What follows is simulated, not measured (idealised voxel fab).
The process module that follows is named voxel wiring stack.
Cross-section cut spans 250 nm and uses square cells 5 nm in size.
Think of the cross-section as a grid of square cells. We describe it in bands, top to bottom, and each band covers one or more rows of those cells. Top, bottom (nm), then materials left to right with widths (nm); lone material tagged "everywhere" fills the whole band edge to edge; "empty" = empty space. Counting heights begins at 0, where everything beneath is, in the wafer as received, one material. The lowest band has no bottom; it goes on downwards, as "top 0, no bottom" shows. Graded width ("30..40"): value in top row of band = first number; value in bottom row = second number; row-to-row change constant. Any step labelled "remained the same" changed none of the cells in the cross-section. "Sealed void inventory" lists enclosed empty spaces (at least 8 cells, no open path upward to the top), each as width x height at distance from the left edge, in nm. Past the settings on a step's line: simulator remark, on that step. You can add "overlay nm" to a step's line. For a step with a mask, it describes how far the mask lay to the right of its planned position, and a negative number describes a lay to the left.

**The process steps that were planned are listed below**
1. RECEIVE (material Si)
2. CONFORMAL_DEP (material SiO2; thk nm 15)
3. CONFORMAL_DEP (material SiN; thk nm 5)
4. DIRECTIONAL_DEP (material lowk; thk nm 20)
5. MASKED_ETCH (tone open; mask id METAL_1; width nm 30; pitch nm 60; etch materials lowk; depth nm 20; overlay nm 0)
6. MASKED_ETCH (tone open; mask id METAL_1; width nm 30; pitch nm 60; etch materials SiN; depth nm 5; overlay nm 0)
7. CONFORMAL_DEP (material TiN; thk nm 5)
8. FILL_DEP (material Cu; thk nm 10)
9. CMP (height nm 40)
10. CONFORMAL_DEP (material SiCN; thk nm 5)
11. DIRECTIONAL_DEP (material lowk; thk nm 20)
12. PATTERN (tone open; mask id PLUG_1; material resist; width nm 15; pitch nm 60; thk nm 15; overlay nm 0)
13. DIRECTIONAL_ETCH (etch materials lowk; depth nm 20)
14. DIRECTIONAL_ETCH (etch materials SiCN; depth nm 5)
15. STRIP (etch materials resist)
16. CONFORMAL_DEP (material TiN; thk nm 5)
17. FILL_DEP (material Ru; thk nm 5)
18. CMP (height nm 65)
19. CONFORMAL_DEP (material SiN; thk nm 5)
20. DIRECTIONAL_DEP (material SiO2; thk nm 15)
21. DIRECTIONAL_DEP (material aC; thk nm 15)
22. PATTERN (tone open; mask id METAL_2; material resist; width nm 30; pitch nm 60; thk nm 35; overlay nm 0)
23. DIRECTIONAL_ETCH (etch materials aC; depth nm 15)
24. STRIP (etch materials resist)
25. DIRECTIONAL_ETCH (etch materials SiO2; depth nm 15)
26. DIRECTIONAL_ETCH (etch materials SiN; depth nm 5)
27. STRIP (etch materials aC)
28. CONFORMAL_DEP (material TiN; thk nm 5)
29. FILL_DEP (material Cu; thk nm 5)
30. CMP (height nm 85)
31. CONFORMAL_DEP (material SiN; thk nm 5)

**The first of two wafers, run as planned**

**Step 1 complete: cross-section of the wafer as received**
	top 0, no bottom | Si everywhere
	Sealed void inventory: none

**Once step 2 is through, the wafer looks like this in cross-section**
	top 15, bottom 0 | SiO2 everywhere
	Unchanged below 0.

**Once step 3 is through, the wafer looks like this in cross-section**
	top 20, bottom 15 | SiN everywhere
	Unchanged below 15.

**Once step 4 is through, the wafer looks like this in cross-section**
	top 40, bottom 20 | lowk everywhere
	Unchanged below 20.

**Once step 5 is through, the wafer looks like this in cross-section**
	top 40, bottom 20 | lowk 50 nm / empty 30 nm / lowk 30 nm / empty 30 nm / lowk 30 nm / empty 30 nm / lowk 50 nm
	Unchanged below 20.

**Once step 6 is through, the wafer looks like this in cross-section**
	top 40, bottom 20 | lowk 50 nm / empty 30 nm / lowk 30 nm / empty 30 nm / lowk 30 nm / empty 30 nm / lowk 50 nm
	top 20, bottom 15 | SiN 50 nm / empty 30 nm / SiN 30 nm / empty 30 nm / SiN 30 nm / empty 30 nm / SiN 50 nm
	Unchanged below 15.

**Once step 7 is through, the wafer looks like this in cross-section**
	top 45, bottom 40 | TiN 55 nm / empty 20 nm / TiN 40 nm / empty 20 nm / TiN 40 nm / empty 20 nm / TiN 55 nm
	top 40, bottom 20 | lowk 50 nm / TiN 5 nm / empty 20 nm / TiN 5 nm / lowk 30 nm / TiN 5 nm / empty 20 nm / TiN 5 nm / lowk 30 nm / TiN 5 nm / empty 20 nm / TiN 5 nm / lowk 50 nm
	top 20, bottom 15 | SiN 50 nm / TiN 30 nm / SiN 30 nm / TiN 30 nm / SiN 30 nm / TiN 30 nm / SiN 50 nm
	Unchanged below 15.

**Once step 8 is through, the wafer looks like this in cross-section**
	top 55, bottom 45 | Cu everywhere
	top 45, bottom 40 | TiN 55 nm / Cu 20 nm / TiN 40 nm / Cu 20 nm / TiN 40 nm / Cu 20 nm / TiN 55 nm
	top 40, bottom 20 | lowk 50 nm / TiN 5 nm / Cu 20 nm / TiN 5 nm / lowk 30 nm / TiN 5 nm / Cu 20 nm / TiN 5 nm / lowk 30 nm / TiN 5 nm / Cu 20 nm / TiN 5 nm / lowk 50 nm
	Unchanged below 20.

**Once step 9 is through, the wafer looks like this in cross-section**
	top 40, bottom 20 | lowk 50 nm / TiN 5 nm / Cu 20 nm / TiN 5 nm / lowk 30 nm / TiN 5 nm / Cu 20 nm / TiN 5 nm / lowk 30 nm / TiN 5 nm / Cu 20 nm / TiN 5 nm / lowk 50 nm
	Unchanged below 20.

**Once step 10 is through, the wafer looks like this in cross-section**
	top 45, bottom 40 | SiCN everywhere
	Unchanged below 40.

**Once step 11 is through, the wafer looks like this in cross-section**
	top 65, bottom 45 | lowk everywhere
	Unchanged below 45.

**Once step 12 is through, the wafer looks like this in cross-section**
	top 80, bottom 65 | resist 50 nm / empty 15 nm / resist 45 nm / empty 15 nm / resist 45 nm / empty 15 nm / resist 65 nm
	Unchanged below 65.

**Once step 13 is through, the wafer looks like this in cross-section**
	top 80, bottom 65 | resist 50 nm / empty 15 nm / resist 45 nm / empty 15 nm / resist 45 nm / empty 15 nm / resist 65 nm
	top 65, bottom 45 | lowk 50 nm / empty 15 nm / lowk 45 nm / empty 15 nm / lowk 45 nm / empty 15 nm / lowk 65 nm
	Unchanged below 45.

**Once step 14 is through, the wafer looks like this in cross-section**
	top 80, bottom 65 | resist 50 nm / empty 15 nm / resist 45 nm / empty 15 nm / resist 45 nm / empty 15 nm / resist 65 nm
	top 65, bottom 45 | lowk 50 nm / empty 15 nm / lowk 45 nm / empty 15 nm / lowk 45 nm / empty 15 nm / lowk 65 nm
	top 45, bottom 40 | SiCN 50 nm / empty 15 nm / SiCN 45 nm / empty 15 nm / SiCN 45 nm / empty 15 nm / SiCN 65 nm
	Unchanged below 40.

**Once step 15 is through, the wafer looks like this in cross-section**
	top 65, bottom 45 | lowk 50 nm / empty 15 nm / lowk 45 nm / empty 15 nm / lowk 45 nm / empty 15 nm / lowk 65 nm
	Unchanged below 45.

**Once step 16 is through, the wafer looks like this in cross-section**
	top 70, bottom 65 | TiN 55 nm / empty 5 nm / TiN 55 nm / empty 5 nm / TiN 55 nm / empty 5 nm / TiN 70 nm
	top 65, bottom 45 | lowk 50 nm / TiN 5 nm / empty 5 nm / TiN 5 nm / lowk 45 nm / TiN 5 nm / empty 5 nm / TiN 5 nm / lowk 45 nm / TiN 5 nm / empty 5 nm / TiN 5 nm / lowk 65 nm
	top 45, bottom 40 | SiCN 50 nm / TiN 15 nm / SiCN 45 nm / TiN 15 nm / SiCN 45 nm / TiN 15 nm / SiCN 65 nm
	Unchanged below 40.

**Once step 17 is through, the wafer looks like this in cross-section**
	top 75, bottom 70 | Ru everywhere
	top 70, bottom 65 | TiN 55 nm / Ru 5 nm / TiN 55 nm / Ru 5 nm / TiN 55 nm / Ru 5 nm / TiN 70 nm
	top 65, bottom 45 | lowk 50 nm / TiN 5 nm / Ru 5 nm / TiN 5 nm / lowk 45 nm / TiN 5 nm / Ru 5 nm / TiN 5 nm / lowk 45 nm / TiN 5 nm / Ru 5 nm / TiN 5 nm / lowk 65 nm
	Unchanged below 45.

**Once step 18 is through, the wafer looks like this in cross-section**
	top 65, bottom 45 | lowk 50 nm / TiN 5 nm / Ru 5 nm / TiN 5 nm / lowk 45 nm / TiN 5 nm / Ru 5 nm / TiN 5 nm / lowk 45 nm / TiN 5 nm / Ru 5 nm / TiN 5 nm / lowk 65 nm
	Unchanged below 45.

**Once step 19 is through, the wafer looks like this in cross-section**
	top 70, bottom 65 | SiN everywhere
	Unchanged below 65.

**Once step 20 is through, the wafer looks like this in cross-section**
	top 85, bottom 70 | SiO2 everywhere
	Unchanged below 70.

**Once step 21 is through, the wafer looks like this in cross-section**
	top 100, bottom 85 | aC everywhere
	Unchanged below 85.

**Once step 22 is through, the wafer looks like this in cross-section**
	top 135, bottom 100 | resist 50 nm / empty 30 nm / resist 30 nm / empty 30 nm / resist 30 nm / empty 30 nm / resist 50 nm
	Unchanged below 100.

**Once step 23 is through, the wafer looks like this in cross-section**
	top 120, bottom 100 | resist 50 nm / empty 30 nm / resist 30 nm / empty 30 nm / resist 30 nm / empty 30 nm / resist 50 nm
	top 100, bottom 85 | aC 50 nm / empty 30 nm / aC 30 nm / empty 30 nm / aC 30 nm / empty 30 nm / aC 50 nm
	Unchanged below 85.

**Once step 24 is through, the wafer looks like this in cross-section**
	top 100, bottom 85 | aC 50 nm / empty 30 nm / aC 30 nm / empty 30 nm / aC 30 nm / empty 30 nm / aC 50 nm
	Unchanged below 85.

**Once step 25 is through, the wafer looks like this in cross-section**
	top 100, bottom 85 | aC 50 nm / empty 30 nm / aC 30 nm / empty 30 nm / aC 30 nm / empty 30 nm / aC 50 nm
	top 85, bottom 70 | SiO2 50 nm / empty 30 nm / SiO2 30 nm / empty 30 nm / SiO2 30 nm / empty 30 nm / SiO2 50 nm
	Unchanged below 70.

**Once step 26 is through, the wafer looks like this in cross-section**
	top 100, bottom 85 | aC 50 nm / empty 30 nm / aC 30 nm / empty 30 nm / aC 30 nm / empty 30 nm / aC 50 nm
	top 85, bottom 70 | SiO2 50 nm / empty 30 nm / SiO2 30 nm / empty 30 nm / SiO2 30 nm / empty 30 nm / SiO2 50 nm
	top 70, bottom 65 | SiN 50 nm / empty 30 nm / SiN 30 nm / empty 30 nm / SiN 30 nm / empty 30 nm / SiN 50 nm
	Unchanged below 65.

**Once step 27 is through, the wafer looks like this in cross-section**
	top 85, bottom 70 | SiO2 50 nm / empty 30 nm / SiO2 30 nm / empty 30 nm / SiO2 30 nm / empty 30 nm / SiO2 50 nm
	Unchanged below 70.

**Once step 28 is through, the wafer looks like this in cross-section**
	top 90, bottom 85 | TiN 55 nm / empty 20 nm / TiN 40 nm / empty 20 nm / TiN 40 nm / empty 20 nm / TiN 55 nm
	top 85, bottom 70 | SiO2 50 nm / TiN 5 nm / empty 20 nm / TiN 5 nm / SiO2 30 nm / TiN 5 nm / empty 20 nm / TiN 5 nm / SiO2 30 nm / TiN 5 nm / empty 20 nm / TiN 5 nm / SiO2 50 nm
	top 70, bottom 65 | SiN 50 nm / TiN 30 nm / SiN 30 nm / TiN 30 nm / SiN 30 nm / TiN 30 nm / SiN 50 nm
	Unchanged below 65.

**Once step 29 is through, the wafer looks like this in cross-section**
	top 95, bottom 90 | Cu everywhere
	top 90, bottom 85 | TiN 55 nm / Cu 20 nm / TiN 40 nm / Cu 20 nm / TiN 40 nm / Cu 20 nm / TiN 55 nm
	top 85, bottom 70 | SiO2 50 nm / TiN 5 nm / Cu 20 nm / TiN 5 nm / SiO2 30 nm / TiN 5 nm / Cu 20 nm / TiN 5 nm / SiO2 30 nm / TiN 5 nm / Cu 20 nm / TiN 5 nm / SiO2 50 nm
	Unchanged below 70.

**Once step 30 is through, the wafer looks like this in cross-section**
	top 85, bottom 70 | SiO2 50 nm / TiN 5 nm / Cu 20 nm / TiN 5 nm / SiO2 30 nm / TiN 5 nm / Cu 20 nm / TiN 5 nm / SiO2 30 nm / TiN 5 nm / Cu 20 nm / TiN 5 nm / SiO2 50 nm
	Unchanged below 70.

**Once step 31 is through, the wafer looks like this in cross-section**
	top 90, bottom 85 | SiN everywhere
	Unchanged below 85.

**The Second Wafer: Common Origin and Plan, One Mistake in Execution, Identical to the First Through Step 21**

**What the second wafer looks like in cross-section when step 22 should have wrapped up**
	top 135, bottom 100 | empty 50 nm / resist 30 nm / empty 30 nm / resist 30 nm / empty 30 nm / resist 30 nm / empty 50 nm
	Unchanged below 100.

**What the second wafer looks like in cross-section when step 23 should have wrapped up**
	top 120, bottom 100 | empty 50 nm / resist 30 nm / empty 30 nm / resist 30 nm / empty 30 nm / resist 30 nm / empty 50 nm
	top 100, bottom 85 | empty 50 nm / aC 30 nm / empty 30 nm / aC 30 nm / empty 30 nm / aC 30 nm / empty 50 nm
	Unchanged below 85.

**What the second wafer looks like in cross-section when step 24 should have wrapped up**
	top 100, bottom 85 | empty 50 nm / aC 30 nm / empty 30 nm / aC 30 nm / empty 30 nm / aC 30 nm / empty 50 nm
	Unchanged below 85.

**What the second wafer looks like in cross-section when step 25 should have wrapped up**
	top 100, bottom 85 | empty 50 nm / aC 30 nm / empty 30 nm / aC 30 nm / empty 30 nm / aC 30 nm / empty 50 nm
	top 85, bottom 70 | empty 50 nm / SiO2 30 nm / empty 30 nm / SiO2 30 nm / empty 30 nm / SiO2 30 nm / empty 50 nm
	Unchanged below 70.

**What the second wafer looks like in cross-section when step 26 should have wrapped up**
	top 100, bottom 85 | empty 50 nm / aC 30 nm / empty 30 nm / aC 30 nm / empty 30 nm / aC 30 nm / empty 50 nm
	top 85, bottom 70 | empty 50 nm / SiO2 30 nm / empty 30 nm / SiO2 30 nm / empty 30 nm / SiO2 30 nm / empty 50 nm
	top 70, bottom 65 | empty 50 nm / SiN 30 nm / empty 30 nm / SiN 30 nm / empty 30 nm / SiN 30 nm / empty 50 nm
	Unchanged below 65.

**What the second wafer looks like in cross-section when step 27 should have wrapped up**
	top 85, bottom 70 | empty 50 nm / SiO2 30 nm / empty 30 nm / SiO2 30 nm / empty 30 nm / SiO2 30 nm / empty 50 nm
	Unchanged below 70.

**What the second wafer looks like in cross-section when step 28 should have wrapped up**
	top 90, bottom 85 | empty 45 nm / TiN 40 nm / empty 20 nm / TiN 40 nm / empty 20 nm / TiN 40 nm / empty 45 nm
	top 85, bottom 70 | empty 45 nm / TiN 5 nm / SiO2 30 nm / TiN 5 nm / empty 20 nm / TiN 5 nm / SiO2 30 nm / TiN 5 nm / empty 20 nm / TiN 5 nm / SiO2 30 nm / TiN 5 nm / empty 45 nm
	top 70, bottom 65 | TiN 50 nm / SiN 30 nm / TiN 30 nm / SiN 30 nm / TiN 30 nm / SiN 30 nm / TiN 50 nm
	Unchanged below 65.

**What the second wafer looks like in cross-section when step 29 should have wrapped up**
	top 95, bottom 90 | Cu everywhere
	top 90, bottom 85 | Cu 45 nm / TiN 40 nm / Cu 20 nm / TiN 40 nm / Cu 20 nm / TiN 40 nm / Cu 45 nm
	top 85, bottom 70 | Cu 45 nm / TiN 5 nm / SiO2 30 nm / TiN 5 nm / Cu 20 nm / TiN 5 nm / SiO2 30 nm / TiN 5 nm / Cu 20 nm / TiN 5 nm / SiO2 30 nm / TiN 5 nm / Cu 45 nm
	Unchanged below 70.

**What the second wafer looks like in cross-section when step 30 should have wrapped up**
	top 85, bottom 70 | Cu 45 nm / TiN 5 nm / SiO2 30 nm / TiN 5 nm / Cu 20 nm / TiN 5 nm / SiO2 30 nm / TiN 5 nm / Cu 20 nm / TiN 5 nm / SiO2 30 nm / TiN 5 nm / Cu 45 nm
	Unchanged below 70.

**What the second wafer looks like in cross-section when step 31 should have wrapped up**
	top 90, bottom 85 | SiN everywhere
	Unchanged below 85.
What went wrong in running the wafer? rather than as planned, step 22 actually ran as PATTERN (tone cover; mask id METAL_2; material resist; width nm 30; pitch nm 60; thk nm 35; overlay nm 0)
Final cells, second wafer relative to first, materials higher or lower: 42 more of Cu, 14 fewer of SiN, 42 fewer of SiO2, 14 more of TiN
